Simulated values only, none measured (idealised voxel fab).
The document below concerns the process module designated voxel capacitor over wiring.
We display cut, a cross-section 225 nm in width whose square cells are each 5 nm.
Think of the cross-section as a grid of square cells. We describe it in bands, top to bottom, and each band covers one or more rows of those cells.
Top height, bottom height, nm. Materials left to right, width each, nm. Single material + "full width" = fills band edge to edge. "blank" = empty.
For the purposes of this specification, 0 denotes the height below which the wafer in its as-received condition is composed wholly of one material, and the lowermost band, lacking a lower limit, extends downward without end, as expressed in "0 down".
The notation "30..40" denotes a width that varies across the rows of cells in the band, beginning at the first number in the top row, finishing at the second number in the bottom row, and changing by an identical amount from each row to the next.
Given "no alterations made" for a step, no cell of the cross-section differs between before and after that step.
Heads up: "Closed void entries" only lists the empty pockets with no open path to the top that are 8 cells or more, and it writes them as width x height at distance, distance from the left edge, in nm.
On a step's line, text after the settings is the simulator commenting on that step.
What "overlay nm" on a step's line means: if the step has a mask, that mask lay this far to the right of its planned place, or, when the value is negative, to the left.
[Intended process steps]
| 1 | op RECEIVE | material Si |
| 2 | op CONFORMAL_DEP | material SiO2 | thk nm 10 |
| 3 | op CONFORMAL_DEP | material SiN | thk nm 5 |
| 4 | op DIRECTIONAL_DEP | material lowk | thk nm 25 |
| 5 | op DIRECTIONAL_DEP | material aC | thk nm 15 |
| 6 | op PATTERN | tone open | mask id METAL_1 | material resist | width nm 25 | pitch nm 80 | thk nm 30 | overlay nm 0 |
| 7 | op DIRECTIONAL_ETCH | etch materials aC | depth nm 15 |
| 8 | op STRIP | etch materials resist |
| 9 | op DIRECTIONAL_ETCH | etch materials lowk | depth nm 25 |
| 10 | op DIRECTIONAL_ETCH | etch materials SiN | depth nm 5 |
| 11 | op STRIP | etch materials aC |
| 12 | op CONFORMAL_DEP | material TiN | thk nm 5 |
| 13 | op FILL_DEP | material Ru | thk nm 5 |
| 14 | op CMP | height nm 40 |
| 15 | op EPI | material Ru | thk nm 5 |
| 16 | op FILL_DEP | material SiCN | thk nm 5 |
| 17 | op DIRECTIONAL_DEP | material lowk | thk nm 20 |
| 18 | op DIRECTIONAL_DEP | material aC | thk nm 10 |
| 19 | op PATTERN | tone open | mask id PLUG_1 | material resist | width nm 15 | thk nm 25 | overlay nm 0 |
| 20 | op DIRECTIONAL_ETCH | etch materials aC | depth nm 10 |
| 21 | op STRIP | etch materials resist |
| 22 | op DIRECTIONAL_ETCH | etch materials lowk | depth nm 20 |
| 23 | op DIRECTIONAL_ETCH | etch materials SiCN | depth nm 5 |
| 24 | op STRIP | etch materials aC |
| 25 | op EPI | material Ru | thk nm 10 |
| 26 | op EPI | material Ru | thk nm 10 |
| 27 | op EPI | material Ru | thk nm 5 |
| 28 | op DIRECTIONAL_DEP | material TiN | thk nm 10 |
| 29 | op DIRECTIONAL_DEP | material HfO2 | thk nm 5 |
| 30 | op DIRECTIONAL_DEP | material TiN | thk nm 10 |
| 31 | op MASKED_ETCH | tone cover | mask id UPPER_PLATE | width nm 60 | etch materials TiN | depth nm 10 | overlay nm 0 |
| 32 | op MASKED_ETCH | tone cover | mask id UPPER_PLATE | width nm 60 | etch materials HfO2 | depth nm 5 | overlay nm 0 |
| 33 | op MASKED_ETCH | tone cover | mask id LOWER_PLATE | width nm 70 | etch materials TiN | depth nm 10 | overlay nm 0 |
| 34 | op FILL_DEP | material SiO2 | thk nm 15 |
| 35 | op CMP | height nm 105 |
| 36 | op MASKED_ETCH | tone open | mask id PLUG_2 | width nm 15 | etch materials SiO2 | depth nm 10 | overlay nm 0 |
| 37 | op CONFORMAL_DEP | material TiN | thk nm 5 |
| 38 | op FILL_DEP | material W | thk nm 10 |
| 39 | op CMP | height nm 105 |
| 40 | op CONFORMAL_DEP | material SiCN | thk nm 5 |
[Step 1 complete: cross-section of the wafer as received]
- 0 down = Si full width
- Closed void entries: none
[Same starting wafer, same plan as above, one mistake in the execution; this is the cross-section at the end of the module]
- 110 to 105 = SiCN full width
- 105 to 100 = 80 of SiO2, then 5 of TiN, then 5 of W, then 5 of TiN, then 130 of SiO2
- 100 to 95 = 80 of SiO2, then 15 of TiN, then 130 of SiO2
- 95 to 85 = 70 of SiO2, then 60 of TiN, then 95 of SiO2
- 85 to 80 = 70 of SiO2, then 60 of HfO2, then 95 of SiO2
- 80 to 70 = 65 of SiO2, then 70 of TiN, then 90 of SiO2
- 70 to 50 = 70 of lowk, then 15 of Ru, then 140 of lowk
- 50 to 45 = 70 of SiCN, then 15 of Ru, then 140 of SiCN
- 45 to 40 = Ru full width
- 40 to 35 = 65 of TiN, then 15 of Ru, then 65 of TiN, then 15 of Ru, then 65 of TiN
- 35 to 15 = 60 of lowk, then 5 of TiN, then 15 of Ru, then 5 of TiN, then 55 of lowk, then 5 of TiN, then 15 of Ru, then 5 of TiN, then 60 of lowk
- 15 to 10 = 60 of lowk, then 25 of TiN, then 55 of lowk, then 25 of TiN, then 60 of lowk
- 10 to 0 = SiO2 full width
- 0 down = Si full width
- Closed void entries: none
So what did we get wrong on this run? the plan's step 3 went unexecuted, having been skipped
